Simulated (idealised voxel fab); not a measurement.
The following process module bears the name voxel capacitor over wiring.
The width of the displayed cross-section, cut, is 205 nm; its cells are square, with a size of 5 nm.
Just so we're on the same page, the cross-sections are grids of square cells, and they're listed out in bands top to bottom, each band one or more rows deep. For a band, the entry starts with two heights in nm, that of the top and then that of the bottom, and carries on with the band's materials in order from left to right, each alongside its width in nm; the word "throughout" beside a single material means it fills the band edge to edge, and "blank" means empty space. All heights in this document are referenced to 0, defined as the level beneath which the wafer, as received, consists entirely of one material. The lowest band is not bounded below; it extends indefinitely downward and is written in the form "0..down". A two-number width, for instance "30->40", indicates that the width is equal to the first number in the top row of the band and to the second number in the bottom row, and that it changes by a constant amount per row of cells. Where the words "no alterations made" appear for a step, the cross-section shows no cell changed by that step; every cell remained as before. "Enclosed cavities" enumerates empty spaces isolated from the top, with no open way to it, that contain at least 8 cells, giving each as width x height at distance from the left edge, all three in nm. If you see something after the settings on a step's line, that's the simulator's own remark about that step. The "overlay nm" setting may appear on a step's line; for a step that uses a mask, it gives how far to the right of its planned position the mask lay, and a negative value indicates the left.
## Planned step list for the process
1: RECEIVE, material Si
2: CONFORMAL_DEP, material SiO2, thk nm 10
3: CONFORMAL_DEP, material SiCN, thk nm 5
4: DIRECTIONAL_DEP, material SiO2, thk nm 25
5: PATTERN, tone open, mask id METAL_1, material resist, width nm 20, pitch nm 85, thk nm 15, overlay nm 0
6: DIRECTIONAL_ETCH, etch materials SiO2, depth nm 25
7: DIRECTIONAL_ETCH, etch materials SiCN, depth nm 5
8: STRIP, etch materials resist
9: CONFORMAL_DEP, material TiN, thk nm 5
10: FILL_DEP, material Cu, thk nm 10
11: CMP, height nm 40
12: CONFORMAL_DEP, material SiCN, thk nm 5
13: DIRECTIONAL_DEP, material SiO2, thk nm 20
14: DIRECTIONAL_DEP, material aC, thk nm 15
15: PATTERN, tone open, mask id PLUG_1, material resist, width nm 15, thk nm 30, overlay nm 0
16: DIRECTIONAL_ETCH, etch materials aC, depth nm 15
17: STRIP, etch materials resist
18: DIRECTIONAL_ETCH, etch materials SiO2, depth nm 20
19: DIRECTIONAL_ETCH, etch materials SiCN, depth nm 5
20: STRIP, etch materials aC
21: EPI, material Ru, thk nm 10
22: EPI, material Ru, thk nm 10
23: EPI, material Ru, thk nm 5
24: DIRECTIONAL_DEP, material TiN, thk nm 5
25: DIRECTIONAL_DEP, material Al2O3, thk nm 5
26: DIRECTIONAL_DEP, material TiN, thk nm 5
27: MASKED_ETCH, tone cover, mask id UPPER_PLATE, width nm 70, etch materials TiN, depth nm 5, overlay nm 0
28: MASKED_ETCH, tone cover, mask id UPPER_PLATE, width nm 70, etch materials Al2O3, depth nm 5, overlay nm 0
29: MASKED_ETCH, tone cover, mask id LOWER_PLATE, width nm 80, etch materials TiN, depth nm 5, overlay nm 0
30: FILL_DEP, material SiO2, thk nm 15
31: CMP, height nm 90
32: DIRECTIONAL_DEP, material aC, thk nm 15
33: PATTERN, tone open, mask id PLUG_2, material resist, width nm 15, thk nm 35, overlay nm 0
34: DIRECTIONAL_ETCH, etch materials aC, depth nm 15
35: STRIP, etch materials resist
36: DIRECTIONAL_ETCH, etch materials SiO2, depth nm 10
37: STRIP, etch materials aC
38: CONFORMAL_DEP, material TiN, thk nm 5
39: FILL_DEP, material Cu, thk nm 5
40: CMP, height nm 90
41: CONFORMAL_DEP, material SiCN, thk nm 5
## Run as planned: first of two wafers
## Here's what the wafer looked like in cross-section when it arrived - that's after step 1
	0..down = Si throughout
	Enclosed cavities: none
## The following cross-section depicts the wafer upon completion of step 2
	10..0 = SiO2 throughout
	All layers under 0 are left as they were.
## The following cross-section depicts the wafer upon completion of step 3
	15..10 = SiCN throughout
	All layers under 10 are left as they were.
## The following cross-section depicts the wafer upon completion of step 4
	40..15 = SiO2 throughout
	All layers under 15 are left as they were.
## The following cross-section depicts the wafer upon completion of step 5
	55..40 = 50 nm resist / 20 nm blank / 65 nm resist / 20 nm blank / 50 nm resist
	All layers under 40 are left as they were.
## The following cross-section depicts the wafer upon completion of step 6
	55..40 = 50 nm resist / 20 nm blank / 65 nm resist / 20 nm blank / 50 nm resist
	40..15 = 50 nm SiO2 / 20 nm blank / 65 nm SiO2 / 20 nm blank / 50 nm SiO2
	All layers under 15 are left as they were.
## The following cross-section depicts the wafer upon completion of step 7
	55..40 = 50 nm resist / 20 nm blank / 65 nm resist / 20 nm blank / 50 nm resist
	40..15 = 50 nm SiO2 / 20 nm blank / 65 nm SiO2 / 20 nm blank / 50 nm SiO2
	15..10 = 50 nm SiCN / 20 nm blank / 65 nm SiCN / 20 nm blank / 50 nm SiCN
	All layers under 10 are left as they were.
## The following cross-section depicts the wafer upon completion of step 8
	40..15 = 50 nm SiO2 / 20 nm blank / 65 nm SiO2 / 20 nm blank / 50 nm SiO2
	All layers under 15 are left as they were.
## The following cross-section depicts the wafer upon completion of step 9
	45..40 = 55 nm TiN / 10 nm blank / 75 nm TiN / 10 nm blank / 55 nm TiN
	40..15 = 50 nm SiO2 / 5 nm TiN / 10 nm blank / 5 nm TiN / 65 nm SiO2 / 5 nm TiN / 10 nm blank / 5 nm TiN / 50 nm SiO2
	15..10 = 50 nm SiCN / 20 nm TiN / 65 nm SiCN / 20 nm TiN / 50 nm SiCN
	All layers under 10 are left as they were.
## The following cross-section depicts the wafer upon completion of step 10
	55..45 = Cu throughout
	45..40 = 55 nm TiN / 10 nm Cu / 75 nm TiN / 10 nm Cu / 55 nm TiN
	40..15 = 50 nm SiO2 / 5 nm TiN / 10 nm Cu / 5 nm TiN / 65 nm SiO2 / 5 nm TiN / 10 nm Cu / 5 nm TiN / 50 nm SiO2
	All layers under 15 are left as they were.
## The following cross-section depicts the wafer upon completion of step 11
	40..15 = 50 nm SiO2 / 5 nm TiN / 10 nm Cu / 5 nm TiN / 65 nm SiO2 / 5 nm TiN / 10 nm Cu / 5 nm TiN / 50 nm SiO2
	All layers under 15 are left as they were.
## The following cross-section depicts the wafer upon completion of step 12
	45..40 = SiCN throughout
	All layers under 40 are left as they were.
## The following cross-section depicts the wafer upon completion of step 13
	65..45 = SiO2 throughout
	All layers under 45 are left as they were.
## The following cross-section depicts the wafer upon completion of step 14
	80..65 = aC throughout
	All layers under 65 are left as they were.
## The following cross-section depicts the wafer upon completion of step 15
	110..80 = 55 nm resist / 15 nm blank / 135 nm resist
	All layers under 80 are left as they were.
## The following cross-section depicts the wafer upon completion of step 16
	95..80 = 55 nm resist / 15 nm blank / 135 nm resist
	80..65 = 55 nm aC / 15 nm blank / 135 nm aC
	All layers under 65 are left as they were.
## The following cross-section depicts the wafer upon completion of step 17
	80..65 = 55 nm aC / 15 nm blank / 135 nm aC
	All layers under 65 are left as they were.
## The following cross-section depicts the wafer upon completion of step 18
	80..65 = 55 nm aC / 15 nm blank / 135 nm aC
	65..45 = 55 nm SiO2 / 15 nm blank / 135 nm SiO2
	All layers under 45 are left as they were.
## The following cross-section depicts the wafer upon completion of step 19
	80..65 = 55 nm aC / 15 nm blank / 135 nm aC
	65..45 = 55 nm SiO2 / 15 nm blank / 135 nm SiO2
	45..40 = 55 nm SiCN / 15 nm blank / 135 nm SiCN
	All layers under 40 are left as they were.
## The following cross-section depicts the wafer upon completion of step 20
	65..45 = 55 nm SiO2 / 15 nm blank / 135 nm SiO2
	All layers under 45 are left as they were.
## The following cross-section depicts the wafer upon completion of step 21
	65..50 = 55 nm SiO2 / 15 nm blank / 135 nm SiO2
	50..45 = 55 nm SiO2 / 15 nm Ru / 135 nm SiO2
	45..40 = 55 nm SiCN / 15 nm Ru / 135 nm SiCN
	All layers under 40 are left as they were.
## The following cross-section depicts the wafer upon completion of step 22
	65..60 = 55 nm SiO2 / 15 nm blank / 135 nm SiO2
	60..45 = 55 nm SiO2 / 15 nm Ru / 135 nm SiO2
	All layers under 45 are left as they were.
## The following cross-section depicts the wafer upon completion of step 23
	65..45 = 55 nm SiO2 / 15 nm Ru / 135 nm SiO2
	All layers under 45 are left as they were.
## The following cross-section depicts the wafer upon completion of step 24
	70..65 = TiN throughout
	All layers under 65 are left as they were.
## The following cross-section depicts the wafer upon completion of step 25
	75..70 = Al2O3 throughout
	All layers under 70 are left as they were.
## The following cross-section depicts the wafer upon completion of step 26
	80..75 = TiN throughout
	All layers under 75 are left as they were.
## The following cross-section depicts the wafer upon completion of step 27
	80..75 = 55 nm blank / 70 nm TiN / 80 nm blank
	All layers under 75 are left as they were.
## The following cross-section depicts the wafer upon completion of step 28
	80..75 = 55 nm blank / 70 nm TiN / 80 nm blank
	75..70 = 55 nm blank / 70 nm Al2O3 / 80 nm blank
	All layers under 70 are left as they were.
## The following cross-section depicts the wafer upon completion of step 29
	80..75 = 55 nm blank / 70 nm TiN / 80 nm blank
	75..70 = 55 nm blank / 70 nm Al2O3 / 80 nm blank
	70..65 = 50 nm blank / 80 nm TiN / 75 nm blank
	All layers under 65 are left as they were.
## The following cross-section depicts the wafer upon completion of step 30
	95..80 = SiO2 throughout
	80..75 = 55 nm SiO2 / 70 nm TiN / 80 nm SiO2
	75..70 = 55 nm SiO2 / 70 nm Al2O3 / 80 nm SiO2
	70..65 = 50 nm SiO2 / 80 nm TiN / 75 nm SiO2
	All layers under 65 are left as they were.
## The following cross-section depicts the wafer upon completion of step 31
	90..80 = SiO2 throughout
	All layers under 80 are left as they were.
## The following cross-section depicts the wafer upon completion of step 32
	105..90 = aC throughout
	All layers under 90 are left as they were.
## The following cross-section depicts the wafer upon completion of step 33
	140..105 = 65 nm resist / 15 nm blank / 125 nm resist
	All layers under 105 are left as they were.
## The following cross-section depicts the wafer upon completion of step 34
	125..105 = 65 nm resist / 15 nm blank / 125 nm resist
	105..90 = 65 nm aC / 15 nm blank / 125 nm aC
	All layers under 90 are left as they were.
## The following cross-section depicts the wafer upon completion of step 35
	105..90 = 65 nm aC / 15 nm blank / 125 nm aC
	All layers under 90 are left as they were.
## The following cross-section depicts the wafer upon completion of step 36
	105..90 = 65 nm aC / 15 nm blank / 125 nm aC
	90..80 = 65 nm SiO2 / 15 nm blank / 125 nm SiO2
	All layers under 80 are left as they were.
## The following cross-section depicts the wafer upon completion of step 37
	90..80 = 65 nm SiO2 / 15 nm blank / 125 nm SiO2
	All layers under 80 are left as they were.
## The following cross-section depicts the wafer upon completion of step 38
	95..90 = 70 nm TiN / 5 nm blank / 130 nm TiN
	90..85 = 65 nm SiO2 / 5 nm TiN / 5 nm blank / 5 nm TiN / 125 nm SiO2
	85..75 = 65->55 nm SiO2 / 15->70 nm TiN / 125->80 nm SiO2
	All layers under 75 are left as they were.
## The following cross-section depicts the wafer upon completion of step 39
	100..95 = Cu throughout
	95..90 = 70 nm TiN / 5 nm Cu / 130 nm TiN
	90..85 = 65 nm SiO2 / 5 nm TiN / 5 nm Cu / 5 nm TiN / 125 nm SiO2
	All layers under 85 are left as they were.
## The following cross-section depicts the wafer upon completion of step 40
	90..85 = 65 nm SiO2 / 5 nm TiN / 5 nm Cu / 5 nm TiN / 125 nm SiO2
	All layers under 85 are left as they were.
## The following cross-section depicts the wafer upon completion of step 41
	95..90 = SiCN throughout
	All layers under 90 are left as they were.
## Here the second wafer is described. Its start and its plan were those of the first wafer. Its run contained one mistake. Up to and including step 20, it did exactly what the first wafer did
## Second wafer at the planned finish of step 22, seen in cross-section
	70..65 = 50 nm blank / 25 nm Ru / 130 nm blank
	65..45 = 55 nm SiO2 / 15 nm Ru / 135 nm SiO2
	45..40 = 55 nm SiCN / 15 nm Ru / 135 nm SiCN
	All layers under 40 are left as they were.
## Second wafer at the planned finish of step 23, seen in cross-section
	75..65 = 45 nm blank / 35 nm Ru / 125 nm blank
	All layers under 65 are left as they were.
## Second wafer at the planned finish of step 24, seen in cross-section
	80..75 = 45 nm blank / 35 nm TiN / 125 nm blank
	75..70 = 45 nm blank / 35 nm Ru / 125 nm blank
	70..65 = 45 nm TiN / 35 nm Ru / 125 nm TiN
	All layers under 65 are left as they were.
## Second wafer at the planned finish of step 25, seen in cross-section
	85..80 = 45 nm blank / 35 nm Al2O3 / 125 nm blank
	80..75 = 45 nm blank / 35 nm TiN / 125 nm blank
	75..70 = 45 nm Al2O3 / 35 nm Ru / 125 nm Al2O3
	All layers under 70 are left as they were.
## Second wafer at the planned finish of step 26, seen in cross-section
	90..85 = 45 nm blank / 35 nm TiN / 125 nm blank
	85..80 = 45 nm blank / 35 nm Al2O3 / 125 nm blank
	80..75 = TiN throughout
	All layers under 75 are left as they were.
## Second wafer at the planned finish of step 27, seen in cross-section
	90..85 = 55 nm blank / 25 nm TiN / 125 nm blank
	85..80 = 45 nm blank / 35 nm Al2O3 / 125 nm blank
	80..75 = 45 nm blank / 80 nm TiN / 80 nm blank
	All layers under 75 are left as they were.
## Second wafer at the planned finish of step 28, seen in cross-section
	90..85 = 55 nm blank / 25 nm TiN / 125 nm blank
	85..80 = 55 nm blank / 25 nm Al2O3 / 125 nm blank
	80..75 = 45 nm blank / 80 nm TiN / 80 nm blank
	75..70 = 45 nm blank / 35 nm Ru / 45 nm Al2O3 / 80 nm blank
	All layers under 70 are left as they were.
## Second wafer at the planned finish of step 29, seen in cross-section
	90..85 = 55 nm blank / 25 nm TiN / 125 nm blank
	85..80 = 55 nm blank / 25 nm Al2O3 / 125 nm blank
	80..75 = 50 nm blank / 75 nm TiN / 80 nm blank
	75..70 = 45 nm blank / 35 nm Ru / 45 nm Al2O3 / 80 nm blank
	70..65 = 45 nm blank / 35 nm Ru / 50 nm TiN / 75 nm blank
	All layers under 65 are left as they were.
## Second wafer at the planned finish of step 30, seen in cross-section
	105..90 = SiO2 throughout
	90..85 = 55 nm SiO2 / 25 nm TiN / 125 nm SiO2
	85..80 = 55 nm SiO2 / 25 nm Al2O3 / 125 nm SiO2
	80..75 = 50 nm SiO2 / 75 nm TiN / 80 nm SiO2
	75..70 = 45 nm SiO2 / 35 nm Ru / 45 nm Al2O3 / 80 nm SiO2
	70..65 = 45 nm SiO2 / 35 nm Ru / 50 nm TiN / 75 nm SiO2
	All layers under 65 are left as they were.
## Second wafer at the planned finish of step 31, seen in cross-section
	90..85 = 55 nm SiO2 / 25 nm TiN / 125 nm SiO2
	All layers under 85 are left as they were.
## Second wafer at the planned finish of step 32, seen in cross-section
	105..90 = aC throughout
	All layers under 90 are left as they were.
## Second wafer at the planned finish of step 33, seen in cross-section
	140..105 = 65 nm resist / 15 nm blank / 125 nm resist
	All layers under 105 are left as they were.
## Second wafer at the planned finish of step 34, seen in cross-section
	125..105 = 65 nm resist / 15 nm blank / 125 nm resist
	105..90 = 65 nm aC / 15 nm blank / 125 nm aC
	All layers under 90 are left as they were.
## Second wafer at the planned finish of step 35, seen in cross-section
	105..90 = 65 nm aC / 15 nm blank / 125 nm aC
	All layers under 90 are left as they were.
Second wafer at the planned finish of step 36, seen in cross-section: no alterations made
## Second wafer at the planned finish of step 37, seen in cross-section
	90..85 = 55 nm SiO2 / 25 nm TiN / 125 nm SiO2
	All layers under 85 are left as they were.
## Second wafer at the planned finish of step 38, seen in cross-section
	95..90 = TiN throughout
	All layers under 90 are left as they were.
## Second wafer at the planned finish of step 39, seen in cross-section
	100..95 = Cu throughout
	All layers under 95 are left as they were.
## Second wafer at the planned finish of step 40, seen in cross-section
	90..85 = 55 nm SiO2 / 25 nm TiN / 125 nm SiO2
	All layers under 85 are left as they were.
## Second wafer at the planned finish of step 41, seen in cross-section
	95..90 = SiCN throughout
	All layers under 90 are left as they were.
Run error: one of the identical process steps 21 and 22 has been performed twice, and it is not possible to determine which
Counted in cells at the end, the second wafer holds more or fewer of these materials than the first: Cu -1, Ru +14, SiO2 -8, TiN -5
